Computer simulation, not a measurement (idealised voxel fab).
The process module that follows is named voxel capacitor over wiring.
cross-section cut | 285 nm wide | cells 5 nm
Cross-section layout: square cells on a grid; listed as bands, top to bottom; a band spans one or more cell rows. A band entry consists of two parts. The first gives the height of the band's top and the height of its bottom, in nm. The rest lists the band's materials from left to right, each with its width in nm. A single material labelled with the word "everywhere" fills the band from edge to edge, and the word "empty" marks empty space. Heights are reckoned from 0. Under this level, the received wafer is all of one material. The bottommost band is open-ended downward, for example "top 0, no bottom". Top row gets the first number, bottom row gets the second, and each row in between changes by the same step: that is how a band width like "30 to 40" works. "no alteration" means the step left every cell of the cross-section as it was. So "Tabulated closed voids" is basically the list of trapped voids: any empty space of 8 cells or more that can't reach the top through an opening. They're written width x height at distance, the distance being from the left edge, and it's all nm. Text after the settings on a step's line: the simulator's own remark on that step. When a step includes a mask, the "overlay nm" setting on its line states how far to the right of its planned place that mask lay, and negative values state how far to the left.

List of planned process steps
- 1: RECEIVE [material Si]
- 2: CONFORMAL_DEP [material SiO2] [thk nm 10]
- 3: CONFORMAL_DEP [material SiN] [thk nm 5]
- 4: DIRECTIONAL_DEP [material SiO2] [thk nm 20]
- 5: MASKED_ETCH [tone open] [mask id METAL_1] [width nm 30] [pitch nm 90] [etch materials SiO2] [depth nm 20] [overlay nm 0]
- 6: MASKED_ETCH [tone open] [mask id METAL_1] [width nm 30] [pitch nm 90] [etch materials SiN] [depth nm 5] [overlay nm 0]
- 7: CONFORMAL_DEP [material TiN] [thk nm 5]
- 8: FILL_DEP [material W] [thk nm 5]
- 9: CMP [height nm 35]
- 10: CONFORMAL_DEP [material SiCN] [thk nm 5]
- 11: DIRECTIONAL_DEP [material SiO2] [thk nm 15]
- 12: PATTERN [tone open] [mask id PLUG_1] [material resist] [width nm 15] [thk nm 15] [overlay nm 0]
- 13: DIRECTIONAL_ETCH [etch materials SiO2] [depth nm 15]
- 14: DIRECTIONAL_ETCH [etch materials SiCN] [depth nm 5]
- 15: STRIP [etch materials resist]
- 16: EPI [material Ru] [thk nm 10]
- 17: EPI [material Ru] [thk nm 10]
- 18: DIRECTIONAL_DEP [material TiN] [thk nm 10]
- 19: DIRECTIONAL_DEP [material SiN] [thk nm 5]
- 20: DIRECTIONAL_DEP [material TiN] [thk nm 5]
- 21: DIRECTIONAL_DEP [material aC] [thk nm 15]
- 22: PATTERN [tone cover] [mask id UPPER_PLATE] [material resist] [width nm 65] [thk nm 30] [overlay nm 0]
- 23: DIRECTIONAL_ETCH [etch materials aC] [depth nm 15]
- 24: STRIP [etch materials resist]
- 25: DIRECTIONAL_ETCH [etch materials TiN] [depth nm 5]
- 26: DIRECTIONAL_ETCH [etch materials SiN] [depth nm 5]
- 27: STRIP [etch materials aC]
- 28: DIRECTIONAL_DEP [material aC] [thk nm 15]
- 29: PATTERN [tone cover] [mask id LOWER_PLATE] [material resist] [width nm 65] [thk nm 35] [overlay nm 0]
- 30: DIRECTIONAL_ETCH [etch materials aC] [depth nm 15]
- 31: STRIP [etch materials resist]
- 32: DIRECTIONAL_ETCH [etch materials TiN] [depth nm 10]
- 33: STRIP [etch materials aC]
- 34: FILL_DEP [material SiO2] [thk nm 15]
- 35: CMP [height nm 85]
- 36: DIRECTIONAL_DEP [material aC] [thk nm 15]
- 37: PATTERN [tone open] [mask id PLUG_2] [material resist] [width nm 15] [thk nm 35] [overlay nm 0]
- 38: DIRECTIONAL_ETCH [etch materials aC] [depth nm 15]
- 39: STRIP [etch materials resist]
- 40: DIRECTIONAL_ETCH [etch materials SiO2] [depth nm 10]
- 41: STRIP [etch materials aC]
- 42: CONFORMAL_DEP [material TiN] [thk nm 5]
- 43: FILL_DEP [material Ru] [thk nm 5]
- 44: CMP [height nm 85]
- 45: CONFORMAL_DEP [material SiN] [thk nm 5]
The wafers are alike at the start. At step 29, their width nm differs. The plan lists the first wafer's value.

First wafer as received, after step 1
> top 0, no bottom  Si everywhere
> Tabulated closed voids: none

Quick key for the table: a row per wafer, taken at the end of the module. For each material it tells you how many cells the wafer gained (+) or lost (-) since it came in, and the closed voids come after
width nm 65; +13 Ru; +54 SiCN; +115 SiN; +740 SiO2; +72 TiN; +32 W; Tabulated closed voids: none
width nm 70; +13 Ru; +54 SiCN; +115 SiN; +738 SiO2; +74 TiN; +32 W; Tabulated closed voids: none
width nm 75; +13 Ru; +54 SiCN; +115 SiN; +736 SiO2; +76 TiN; +32 W; Tabulated closed voids: none
width nm 80; +13 Ru; +54 SiCN; +115 SiN; +734 SiO2; +78 TiN; +32 W; Tabulated closed voids: none
width nm 85; +13 Ru; +54 SiCN; +115 SiN; +732 SiO2; +80 TiN; +32 W; Tabulated closed voids: none
width nm 90; +13 Ru; +54 SiCN; +115 SiN; +730 SiO2; +82 TiN; +32 W; Tabulated closed voids: none
